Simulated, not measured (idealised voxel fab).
process module | voxel local oxidation
cross-section cut | 230 nm wide | cells 5 nm
A cross-section is a grid of square cells, given in bands from the top down. A band is one or more rows of cells.
Each band's line starts with the height of the band's top and of its bottom, in nm. Then come its materials from left to right, each with its width in nm. One material with "throughout" fills the band from edge to edge. "air" is empty space.
Height 0 is the level under which the wafer as received is all one material. The lowest band goes on downwards, as in "0 down".
A width such as "30 to 40" changes by the same amount from each row of cells to the next, from the band's top row to its bottom row.
"no change" after a step means that no cell of the cross-section changed.
closed voids: empty space of 8 cells or more with no open way to the top, each as width x height at its distance from the left edge, in nm
after a step's settings: what the simulator itself notes on the step
overlay nm, on a step with a mask: how far to the right of its planned place the mask lay; to the left if negative
plan
1 op RECEIVE | material Si
2 op CONFORMAL_DEP | material SiO2 | thk nm 5
3 op CONFORMAL_DEP | material SiN | thk nm 15
4 op DIRECTIONAL_DEP | material aC | thk nm 15
5 op PATTERN | tone cover | mask id ACTIVE | material resist | width nm 120 | thk nm 30 | overlay nm 0
6 op DIRECTIONAL_ETCH | etch materials aC | depth nm 15
7 op STRIP | etch materials resist
8 op DIRECTIONAL_ETCH | etch materials SiN | depth nm 15
9 op STRIP | etch materials aC
10 op SELECTIVE_ETCH | etch materials SiO2 | depth nm 5
11 op OXIDIZE | depth nm 15
12 op STRIP | etch materials SiN
first wafer, as planned
as received, after step 1
  0 down: Si throughout
  closed voids: none
after step 2
  5 to 0: SiO2 throughout
  below 0: unchanged
after step 3
  20 to 5: SiN throughout
  below 5: unchanged
after step 4
  35 to 20: aC throughout
  below 20: unchanged
after step 5
  65 to 35: air 55 | resist 120 | air 55
  below 35: unchanged
after step 6
  50 to 35: air 55 | resist 120 | air 55
  35 to 20: air 55 | aC 120 | air 55
  below 20: unchanged
after step 7
  35 to 20: air 55 | aC 120 | air 55
  below 20: unchanged
after step 8
  35 to 20: air 55 | aC 120 | air 55
  20 to 5: air 55 | SiN 120 | air 55
  below 5: unchanged
after step 9
  20 to 5: air 55 | SiN 120 | air 55
  below 5: unchanged
after step 10
  20 to 5: air 55 | SiN 120 | air 55
  5 to 0: air 60 | SiO2 110 | air 60
  below 0: unchanged
after step 11
  20 to 5: air 55 | SiN 120 | air 55
  5 to 0: air 60 | SiO2 110 | air 60
  0 to -15: SiO2 75 | Si 80 | SiO2 75
  below -15: unchanged
after step 12
  5 to 0: air 60 | SiO2 110 | air 60
  below 0: unchanged
second wafer: like start, like plan, one mistake. Through step 10 it matches the first wafer
when step 11 should have ended
  20 to 5: air 55 | SiN 120 | air 55
  5 to 0: air 60 | SiO2 110 | air 60
  0 to -10: SiO2 70 | Si 90 | SiO2 70
  below -10: unchanged
when step 12 should have ended
  5 to 0: air 60 | SiO2 110 | air 60
  below 0: unchanged
what went wrong: step 11 ran as: op OXIDIZE | depth nm 10
at the end the second wafer has, in cells: 34 more of Si | 34 fewer of SiO2
